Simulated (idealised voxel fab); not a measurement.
voxel spacer lines: a process module
cross-section cut | 155 nm wide | cells 5 nm
In this document a cross-section is written as a grid of square cells. It is given as a series of bands, listed from the top down, and a band is one or more rows of cells.
Band: top height; bottom height; in nm. Then, left to right: material with width in nm, for each material. "full width": a single material spanning edge to edge. "air": empty space.
All heights in this document are referenced to 0, defined as the level beneath which the wafer, as received, consists entirely of one material. The lowest band is not bounded below; it extends indefinitely downward and is written in the form "z 0 and below".
Note: "30->40" means the width goes from the first number (top row of the band) to the second number (bottom row) in equal steps per row of cells.
Step marked "remained the same"? Then no cell in the cross-section changed in it.
Any empty space of 8 cells or more lacking an open way to the top shows up in "Fully sealed cavities" as width x height at distance, distance from the left edge, in nm.
On each step's line, the part that comes after the settings is the simulator's own comment on the step.
"overlay nm" on a masked step: distance the mask lay right of its planned place, negative for left.
Planned step list for the process:
1 RECEIVE [material Si]
2 CONFORMAL_DEP [material Al2O3] [thk nm 5]
3 DIRECTIONAL_DEP [material SiN] [thk nm 10]
4 DIRECTIONAL_DEP [material polySi] [thk nm 20]
5 PATTERN [tone cover] [mask id MANDREL] [material resist] [width nm 25] [pitch nm 70] [thk nm 25] [overlay nm 0]
6 DIRECTIONAL_ETCH [etch materials polySi] [depth nm 20]
7 STRIP [etch materials resist]
8 CONFORMAL_DEP [material SiO2] [thk nm 10]
9 DIRECTIONAL_ETCH [etch materials SiO2] [depth nm 10]
10 STRIP [etch materials polySi]
11 DIRECTIONAL_ETCH [etch materials SiN] [depth nm 10]
12 STRIP [etch materials SiO2]
The following pertains to the first of two wafers, which was processed as planned:
Cross-section of the wafer as it came to us, i.e., already through step 1:
    z 0 and below = Si full width
    Fully sealed cavities: none
Cross-section through the wafer, step 2 finished:
    z 5 to 0 = Al2O3 full width
    No changes below 0.
Cross-section through the wafer, step 3 finished:
    z 15 to 5 = SiN full width
    No changes below 5.
Cross-section through the wafer, step 4 finished:
    z 35 to 15 = polySi full width
    No changes below 15.
Cross-section through the wafer, step 5 finished:
    z 60 to 35 = 30 of air, 25 of resist, 45 of air, 25 of resist, 30 of air
    No changes below 35.
Cross-section through the wafer, step 6 finished:
    z 60 to 35 = 30 of air, 25 of resist, 45 of air, 25 of resist, 30 of air
    z 35 to 15 = 30 of air, 25 of polySi, 45 of air, 25 of polySi, 30 of air
    No changes below 15.
Cross-section through the wafer, step 7 finished:
    z 35 to 15 = 30 of air, 25 of polySi, 45 of air, 25 of polySi, 30 of air
    No changes below 15.
Cross-section through the wafer, step 8 finished:
    z 45 to 35 = 20 of air, 45 of SiO2, 25 of air, 45 of SiO2, 20 of air
    z 35 to 25 = 20 of air, 10 of SiO2, 25 of polySi, 10 of SiO2, 25 of air, 10 of SiO2, 25 of polySi, 10 of SiO2, 20 of air
    z 25 to 15 = 30 of SiO2, 25 of polySi, 45 of SiO2, 25 of polySi, 30 of SiO2
    No changes below 15.
Cross-section through the wafer, step 9 finished:
    z 35 to 15 = 20 of air, 10 of SiO2, 25 of polySi, 10 of SiO2, 25 of air, 10 of SiO2, 25 of polySi, 10 of SiO2, 20 of air
    No changes below 15.
Cross-section through the wafer, step 10 finished:
    z 35 to 15 = 20 of air, 10 of SiO2, 25 of air, 10 of SiO2, 25 of air, 10 of SiO2, 25 of air, 10 of SiO2, 20 of air
    No changes below 15.
Cross-section through the wafer, step 11 finished:
    z 35 to 15 = 20 of air, 10 of SiO2, 25 of air, 10 of SiO2, 25 of air, 10 of SiO2, 25 of air, 10 of SiO2, 20 of air
    z 15 to 5 = 20 of air, 10 of SiN, 25 of air, 10 of SiN, 25 of air, 10 of SiN, 25 of air, 10 of SiN, 20 of air
    No changes below 5.
Cross-section through the wafer, step 12 finished:
    z 15 to 5 = 20 of air, 10 of SiN, 25 of air, 10 of SiN, 25 of air, 10 of SiN, 25 of air, 10 of SiN, 20 of air
    No changes below 5.
Second wafer, same starting state and plan as the first, one mistake in the run, identical through step 1:
X-section, second wafer, when step 2 was due to finish: remained the same
X-section, second wafer, when step 3 was due to finish:
    z 10 to 0 = SiN full width
    No changes below 0.
X-section, second wafer, when step 4 was due to finish:
    z 30 to 10 = polySi full width
    No changes below 10.
X-section, second wafer, when step 5 was due to finish:
    z 55 to 30 = 30 of air, 25 of resist, 45 of air, 25 of resist, 30 of air
    No changes below 30.
X-section, second wafer, when step 6 was due to finish:
    z 55 to 30 = 30 of air, 25 of resist, 45 of air, 25 of resist, 30 of air
    z 30 to 10 = 30 of air, 25 of polySi, 45 of air, 25 of polySi, 30 of air
    No changes below 10.
X-section, second wafer, when step 7 was due to finish:
    z 30 to 10 = 30 of air, 25 of polySi, 45 of air, 25 of polySi, 30 of air
    No changes below 10.
X-section, second wafer, when step 8 was due to finish:
    z 40 to 30 = 20 of air, 45 of SiO2, 25 of air, 45 of SiO2, 20 of air
    z 30 to 20 = 20 of air, 10 of SiO2, 25 of polySi, 10 of SiO2, 25 of air, 10 of SiO2, 25 of polySi, 10 of SiO2, 20 of air
    z 20 to 10 = 30 of SiO2, 25 of polySi, 45 of SiO2, 25 of polySi, 30 of SiO2
    No changes below 10.
X-section, second wafer, when step 9 was due to finish:
    z 30 to 10 = 20 of air, 10 of SiO2, 25 of polySi, 10 of SiO2, 25 of air, 10 of SiO2, 25 of polySi, 10 of SiO2, 20 of air
    No changes below 10.
X-section, second wafer, when step 10 was due to finish:
    z 30 to 10 = 20 of air, 10 of SiO2, 25 of air, 10 of SiO2, 25 of air, 10 of SiO2, 25 of air, 10 of SiO2, 20 of air
    No changes below 10.
X-section, second wafer, when step 11 was due to finish:
    z 30 to 10 = 20 of air, 10 of SiO2, 25 of air, 10 of SiO2, 25 of air, 10 of SiO2, 25 of air, 10 of SiO2, 20 of air
    z 10 to 0 = 20 of air, 10 of SiN, 25 of air, 10 of SiN, 25 of air, 10 of SiN, 25 of air, 10 of SiN, 20 of air
    No changes below 0.
X-section, second wafer, when step 12 was due to finish:
    z 10 to 0 = 20 of air, 10 of SiN, 25 of air, 10 of SiN, 25 of air, 10 of SiN, 25 of air, 10 of SiN, 20 of air
    No changes below 0.
Short version of what went wrong: step 2 of the plan got skipped, so it never ran
End of process, cell counts, second wafer against first, materials with more or fewer: -31 Al2O3
